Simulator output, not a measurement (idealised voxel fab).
Process module heading - voxel released beams
Section shown: cut. Width: 265 nm. Cell size: 5 nm, square.
In this document a cross-section is written as a grid of square cells. It is given as a series of bands, listed from the top down, and a band is one or more rows of cells. The entry gives the band's vertical extent as a top height and a bottom height in nm, then its horizontal make-up as materials from left to right, each with a width in nm. "empty" stands for empty space; a single material marked "edge to edge" fills the band edge to edge. Where do heights start? At 0: under that level the wafer as delivered is made of one material only. And the lowest band has no floor; it just carries on downward, as in "0 down". You'd read "30->40" like this: the band's top row of cells is as wide as the first number, its bottom row is as wide as the second, and going down, every row changes width by the same amount as the row before did. You'll sometimes find "nothing was modified" written for a step, and that's the way of saying that nowhere in the cross-section did a cell change during that step. Closed-off voids of 8+ cells (no open route to the top) go in "Fully closed voids", written width x height at distance from the left edge, in nm. Whatever follows a step's settings on its line is a remark the simulator itself makes about that step. "overlay nm" denotes, for a step that has a mask, the displacement of the mask to the right of its planned place, with negative values corresponding to the left.

THIS SECTION LISTS THE PROCESS STEPS THAT WERE PLANNED
1) op RECEIVE | material Si
2) op CONFORMAL_DEP | material Al2O3 | thk nm 10
3) op DIRECTIONAL_DEP | material SiO2 | thk nm 10
4) op MASKED_ETCH | tone open | mask id ANCHOR | width nm 40 | etch materials SiO2 | depth nm 10 | overlay nm 0
5) op CONFORMAL_DEP | material W | thk nm 15
6) op MASKED_ETCH | tone cover | mask id BEAM | width nm 90 | etch materials W | depth nm 15 | overlay nm 0
7) op STRIP | etch materials SiO2

CROSS-SECTION OF THE WAFER UPON ARRIVAL, REPRESENTING THE STATE REACHED AFTER STEP 1
* 0 down: Si edge to edge
* Fully closed voids: none

FIRST OF TWO WAFERS: CROSS-SECTION AT END OF MODULE, RUN PER PLAN
* 35 to 25: empty: 85  W: 20  empty: 10  W: 60  empty: 90
* 25 to 20: empty: 85  W: 90  empty: 90
* 20 to 10: empty: 90  W: 40  empty: 135
* 10 to 0: Al2O3 edge to edge
* 0 down: Si edge to edge
* Fully closed voids: none

NOW THE SECOND WAFER, CROSS-SECTIONED AT THE END OF THE MODULE. NOTHING DIFFERENT AT THE START, NOTHING DIFFERENT IN THE PLAN COMPARED WITH THE FIRST, JUST ONE MISTAKE WHEN IT WAS ACTUALLY RUN
* 35 to 20: empty: 85  W: 90  empty: 90
* 20 to 10: Al2O3 edge to edge
* 10 to 0: SiO2 edge to edge
* 0 down: Si edge to edge
* Fully closed voids: none
The mistake made against the process plan was this: deviation from plan: step 3 and step 2 executed in one another's positions
Cell-count delta at end, second wafer over first, by material: SiO2: 106 more, W: 12 fewer
